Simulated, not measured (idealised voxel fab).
The following is a process module called voxel wiring stack.
Section shown: cut. Width: 145 nm. Cell size: 5 nm, square.
Cross-sections here: square-cell grids, written as top-down lists of bands, a band being one or more rows of cells. Within each band entry, the heights of the top and of the bottom of the band appear first, in that order and in nm; the materials of the band then follow from left to right, each with its corresponding width in nm. The designation "full width" on a single material indicates that it fills the band from edge to edge; the designation "empty" indicates empty space. The reference from which all heights are counted is 0, the level beneath which the as-received wafer is entirely one material; the lowest band, having no lower bound, proceeds downward and is written after the example "0 down". Width spec "30..40" -> top row of cells at first value, bottom row at second value, equal per-row change in between. "remains unaltered", as given for a step, is the statement that not any cell of the cross-section underwent a change during that step. You'll see "Enclosed void catalog" listing empty spaces that have no way open to the top, as long as they're 8 cells or more; the notation is width x height at distance, where the distance is from the left edge, and all of it is in nm. Whatever follows a step's settings on its line is a remark the simulator itself makes about that step. "overlay nm" on a masked step: distance the mask lay right of its planned place, negative for left.

# Planned step list for the process
step 1: op RECEIVE | material Si
step 2: op CONFORMAL_DEP | material SiO2 | thk nm 15
step 3: op DIRECTIONAL_DEP | material TiN | thk nm 5
step 4: op DIRECTIONAL_DEP | material W | thk nm 10
step 5: op MASKED_ETCH | tone cover | mask id METAL_1 | width nm 20 | pitch nm 45 | etch materials W | depth nm 15 | overlay nm 0
step 6: op MASKED_ETCH | tone cover | mask id METAL_1 | width nm 20 | pitch nm 45 | etch materials TiN | depth nm 5 | overlay nm 0
step 7: op FILL_DEP | material lowk | thk nm 5
step 8: op CMP | height nm 35
step 9: op CONFORMAL_DEP | material SiCN | thk nm 5
step 10: op DIRECTIONAL_DEP | material lowk | thk nm 15
step 11: op DIRECTIONAL_DEP | material aC | thk nm 15
step 12: op PATTERN | tone open | mask id PLUG_1 | material resist | width nm 15 | thk nm 30 | overlay nm 0
step 13: op DIRECTIONAL_ETCH | etch materials aC | depth nm 15
step 14: op STRIP | etch materials resist
step 15: op DIRECTIONAL_ETCH | etch materials lowk | depth nm 15
step 16: op DIRECTIONAL_ETCH | etch materials SiCN | depth nm 5
step 17: op STRIP | etch materials aC
step 18: op CONFORMAL_DEP | material TiN | thk nm 5
step 19: op FILL_DEP | material Ru | thk nm 5
step 20: op CMP | height nm 55
step 21: op CONFORMAL_DEP | material SiN | thk nm 5
step 22: op DIRECTIONAL_DEP | material SiO2 | thk nm 15
step 23: op PATTERN | tone open | mask id METAL_2 | material resist | width nm 20 | pitch nm 45 | thk nm 20 | overlay nm 0
step 24: op DIRECTIONAL_ETCH | etch materials SiO2 | depth nm 15
step 25: op DIRECTIONAL_ETCH | etch materials SiN | depth nm 5
step 26: op STRIP | etch materials resist
step 27: op CONFORMAL_DEP | material TiN | thk nm 5
step 28: op FILL_DEP | material Ru | thk nm 10
step 29: op CMP | height nm 75
step 30: op CONFORMAL_DEP | material SiN | thk nm 5
Be aware that, although all wafers share a common starting state, the thk nm at step 4 differs among them, and the plan displays the first wafer's value.

# Cross-section: the first of several wafers in its as-received state, i.e. following step 1
> 0 down: Si full width
> Enclosed void catalog: none

# What follows is a table in which each wafer occupies a row; for the wafer as it stands at the close of the module, the row states, material by material, how many cells have been gained (+) or lost (-) since receipt, and then gives its closed voids
thk nm 10 | +15 Ru | +26 SiCN | +50 SiN | +150 SiO2 | +37 TiN | +16 W | +170 lowk | Enclosed void catalog: none
thk nm 15 | +15 Ru | +26 SiCN | +50 SiN | +150 SiO2 | +37 TiN | +24 W | +162 lowk | Enclosed void catalog: none
thk nm 20 | +15 Ru | +26 SiCN | +50 SiN | +150 SiO2 | +58 TiN | +45 W | +120 lowk | Enclosed void catalog: none
thk nm 25 | +15 Ru | +26 SiCN | +50 SiN | +150 SiO2 | +58 TiN | +66 W | +99 lowk | Enclosed void catalog: none
thk nm 30 | +15 Ru | +26 SiCN | +50 SiN | +150 SiO2 | +58 TiN | +87 W | +78 lowk | Enclosed void catalog: none
